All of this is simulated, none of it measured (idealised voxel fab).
The following process module bears the name voxel transistor to metal.
FYI the section here is cut, 160 nm wide, cells are 5 nm squares.
A cross-section is a grid of square cells, given in bands from the top down. A band is one or more rows of cells.
The band entry comprises the height of the band's top followed by the height of its bottom, expressed in nm, and subsequently the band's materials from left to right, each stated together with its width in nm. Where a single material is marked with the word "throughout", that material fills the band from edge to edge. The word "air" represents empty space.
Heads up on the height convention: 0 is the point under which the incoming wafer is all one material, and the lowest band has no bottom, it just keeps going down, like "top 0, no bottom".
Quick explanation for "30->40": the width changes in equal steps down the rows of cells, from the first number in the band's top row to the second number in its bottom row.
The cross-section has no changed cell in any step marked "remains unaltered".
If an empty space has no open way to the top and is at least 8 cells in size, "Closed empty spaces" lists it, written width x height at distance, where distance is measured from the left edge and every value is in nm.
Anything after a step's settings on that line? It's the simulator's own note about the step.
If you see "overlay nm" on a step's line and that step has a mask, it's telling you how far right of where it was planned the mask ended up; a negative number means it went left instead.

Process steps - plan:
- 1: RECEIVE [material Si]
- 2: CONFORMAL_DEP [material SiO2] [thk nm 5]
- 3: CONFORMAL_DEP [material SiN] [thk nm 10]
- 4: PATTERN [tone cover] [mask id ACTIVE] [material resist] [width nm 100] [thk nm 20] [overlay nm 0]
- 5: DIRECTIONAL_ETCH [etch materials SiN] [depth nm 10]
- 6: DIRECTIONAL_ETCH [etch materials SiO2] [depth nm 5]
- 7: DIRECTIONAL_ETCH [etch materials Si] [depth nm 30]
- 8: STRIP [etch materials resist]
- 9: OXIDIZE [depth nm 5]
- 10: FILL_DEP [material SiO2] [thk nm 15]
- 11: CMP [height nm 15]
- 12: SELECTIVE_ETCH [etch materials SiO2] [depth nm 5]
- 13: STRIP [etch materials SiN]
- 14: SELECTIVE_ETCH [etch materials SiO2] [depth nm 5]
- 15: OXIDIZE [depth nm 5]
- 16: DIRECTIONAL_DEP [material polySi] [thk nm 25]
- 17: DIRECTIONAL_DEP [material SiCN] [thk nm 15]
- 18: DIRECTIONAL_DEP [material aC] [thk nm 15]
- 19: PATTERN [tone cover] [mask id GATE] [material resist] [width nm 30] [thk nm 30] [overlay nm 0]
- 20: DIRECTIONAL_ETCH [etch materials aC] [depth nm 15]
- 21: STRIP [etch materials resist]
- 22: DIRECTIONAL_ETCH [etch materials SiCN] [depth nm 25]
- 23: DIRECTIONAL_ETCH [etch materials polySi] [depth nm 35]
- 24: STRIP [etch materials aC]
- 25: CONFORMAL_DEP [material SiN] [thk nm 5]
- 26: DIRECTIONAL_ETCH [etch materials SiN] [depth nm 5]
- 27: DIRECTIONAL_ETCH [etch materials SiO2] [depth nm 5]
- 28: DIRECTIONAL_ETCH [etch materials Si] [depth nm 15]
- 29: EPI [material pSi] [thk nm 15]
- 30: FILL_DEP [material SiO2] [thk nm 10]
- 31: CMP [height nm 25]
- 32: STRIP [etch materials polySi]
- 33: SELECTIVE_ETCH [etch materials SiO2] [depth nm 5]
- 34: CONFORMAL_DEP [material HfO2] [thk nm 5]
- 35: CONFORMAL_DEP [material TiN] [thk nm 5]
- 36: FILL_DEP [material W] [thk nm 5]
- 37: CMP [height nm 20]
- 38: DIRECTIONAL_DEP [material SiO2] [thk nm 10]
- 39: MASKED_ETCH [tone open] [mask id CONTACT] [width nm 15] [pitch nm 75] [etch materials SiO2] [depth nm 35] [overlay nm 0]
- 40: CONFORMAL_DEP [material TiN] [thk nm 5]
- 41: FILL_DEP [material Ru] [thk nm 5]
- 42: CMP [height nm 30]
- 43: CONFORMAL_DEP [material SiN] [thk nm 5]
- 44: DIRECTIONAL_DEP [material SiO2] [thk nm 25]
- 45: PATTERN [tone open] [mask id METAL_1] [material resist] [width nm 15] [pitch nm 75] [thk nm 20] [overlay nm 0]
- 46: DIRECTIONAL_ETCH [etch materials SiO2] [depth nm 25]
- 47: DIRECTIONAL_ETCH [etch materials SiN] [depth nm 5]
- 48: STRIP [etch materials resist]
- 49: CONFORMAL_DEP [material TiN] [thk nm 5]
- 50: FILL_DEP [material Cu] [thk nm 10]
- 51: CMP [height nm 50]
- 52: EPI [material Ru] [thk nm 5]
- 53: FILL_DEP [material SiCN] [thk nm 5]
Split variable: height nm, step 51. Plan value = first wafer. Wafers start alike.

First wafer as received, after step 1:
- top 0, no bottom: Si throughout
- Closed empty spaces: none

End of module: cross-section of the first of several wafers after step 53, the last step:
- top 60, bottom 55: SiCN throughout
- top 55, bottom 50: SiCN 30 | Ru 25 | SiCN 50 | Ru 25 | SiCN 30
- top 50, bottom 35: SiO2 35 | TiN 5 | Cu 5 | TiN 5 | SiO2 60 | TiN 5 | Cu 5 | TiN 5 | SiO2 35
- top 35, bottom 30: SiN 35 | TiN 15 | SiN 60 | TiN 15 | SiN 35
- top 30, bottom 20: SiO2 35 | TiN 5 | Ru 5 | TiN 5 | SiO2 60 | TiN 5 | Ru 5 | TiN 5 | SiO2 35
- top 20, bottom 15: SiO2 35 | TiN 5 | Ru 5 | TiN 5 | SiO2 10 | SiN 5 | HfO2 5 | TiN 5 | W 10 | TiN 5 | HfO2 5 | SiN 5 | SiO2 10 | TiN 5 | Ru 5 | TiN 5 | SiO2 35
- top 15, bottom 10: SiO2 35 | TiN 15 | SiO2 10 | SiN 5 | HfO2 5 | TiN 5 | W 10 | TiN 5 | HfO2 5 | SiN 5 | SiO2 10 | TiN 15 | SiO2 35
- top 10, bottom 5: SiO2 35 | TiN 10 | pSi 15 | SiN 5 | HfO2 5 | TiN 5 | W 10 | TiN 5 | HfO2 5 | SiN 5 | pSi 15 | TiN 10 | SiO2 35
- top 5, bottom 0: SiO2 25 | SiN 5 | SiO2 5 | TiN 10 | pSi 15 | SiN 5 | HfO2 5 | TiN 20 | HfO2 5 | SiN 5 | pSi 15 | TiN 10 | SiO2 5 | SiN 5 | SiO2 25
- top 0, bottom -5: SiO2 35 | TiN 10 | pSi 15 | HfO2 40 | pSi 15 | TiN 10 | SiO2 35
- top -5, bottom -20: SiO2 35 | pSi 25 | Si 40 | pSi 25 | SiO2 35
- top -20, bottom -35: SiO2 35 | Si 90 | SiO2 35
- top -35, no bottom: Si throughout
- Closed empty spaces: none

Final wafer of several, shown in cross-section at the end of the module:
- top 85, bottom 80: SiCN throughout
- top 80, bottom 75: Ru throughout
- top 75, bottom 65: Cu throughout
- top 65, bottom 60: TiN 40 | Cu 5 | TiN 70 | Cu 5 | TiN 40
- top 60, bottom 35: SiO2 35 | TiN 5 | Cu 5 | TiN 5 | SiO2 60 | TiN 5 | Cu 5 | TiN 5 | SiO2 35
- top 35, bottom 30: SiN 35 | TiN 15 | SiN 60 | TiN 15 | SiN 35
- top 30, bottom 20: SiO2 35 | TiN 5 | Ru 5 | TiN 5 | SiO2 60 | TiN 5 | Ru 5 | TiN 5 | SiO2 35
- top 20, bottom 15: SiO2 35 | TiN 5 | Ru 5 | TiN 5 | SiO2 10 | SiN 5 | HfO2 5 | TiN 5 | W 10 | TiN 5 | HfO2 5 | SiN 5 | SiO2 10 | TiN 5 | Ru 5 | TiN 5 | SiO2 35
- top 15, bottom 10: SiO2 35 | TiN 15 | SiO2 10 | SiN 5 | HfO2 5 | TiN 5 | W 10 | TiN 5 | HfO2 5 | SiN 5 | SiO2 10 | TiN 15 | SiO2 35
- top 10, bottom 5: SiO2 35 | TiN 10 | pSi 15 | SiN 5 | HfO2 5 | TiN 5 | W 10 | TiN 5 | HfO2 5 | SiN 5 | pSi 15 | TiN 10 | SiO2 35
- top 5, bottom 0: SiO2 25 | SiN 5 | SiO2 5 | TiN 10 | pSi 15 | SiN 5 | HfO2 5 | TiN 20 | HfO2 5 | SiN 5 | pSi 15 | TiN 10 | SiO2 5 | SiN 5 | SiO2 25
- top 0, bottom -5: SiO2 35 | TiN 10 | pSi 15 | HfO2 40 | pSi 15 | TiN 10 | SiO2 35
- top -5, bottom -20: SiO2 35 | pSi 25 | Si 40 | pSi 25 | SiO2 35
- top -20, bottom -35: SiO2 35 | Si 90 | SiO2 35
- top -35, no bottom: Si throughout
- Closed empty spaces: none

Each row below is a wafer at the end of the module, listing for every material the number of cells it has gained (+) or lost (-) since it was received, followed by its closed voids:
height nm 50 | +6 Cu | +16 HfO2 | +16 Ru | -146 Si | +54 SiCN | +36 SiN | +290 SiO2 | +58 TiN | +6 W | +48 pSi | Closed empty spaces: none
height nm 55 | +8 Cu | +16 HfO2 | +16 Ru | -146 Si | +54 SiCN | +36 SiN | +316 SiO2 | +62 TiN | +6 W | +48 pSi | Closed empty spaces: none
height nm 60 | +10 Cu | +16 HfO2 | +16 Ru | -146 Si | +54 SiCN | +36 SiN | +342 SiO2 | +66 TiN | +6 W | +48 pSi | Closed empty spaces: none
height nm 65 | +12 Cu | +16 HfO2 | +38 Ru | -146 Si | +32 SiCN | +36 SiN | +342 SiO2 | +96 TiN | +6 W | +48 pSi | Closed empty spaces: none
height nm 70 | +44 Cu | +16 HfO2 | +38 Ru | -146 Si | +32 SiCN | +36 SiN | +342 SiO2 | +96 TiN | +6 W | +48 pSi | Closed empty spaces: none
height nm 75 | +76 Cu | +16 HfO2 | +38 Ru | -146 Si | +32 SiCN | +36 SiN | +342 SiO2 | +96 TiN | +6 W | +48 pSi | Closed empty spaces: none
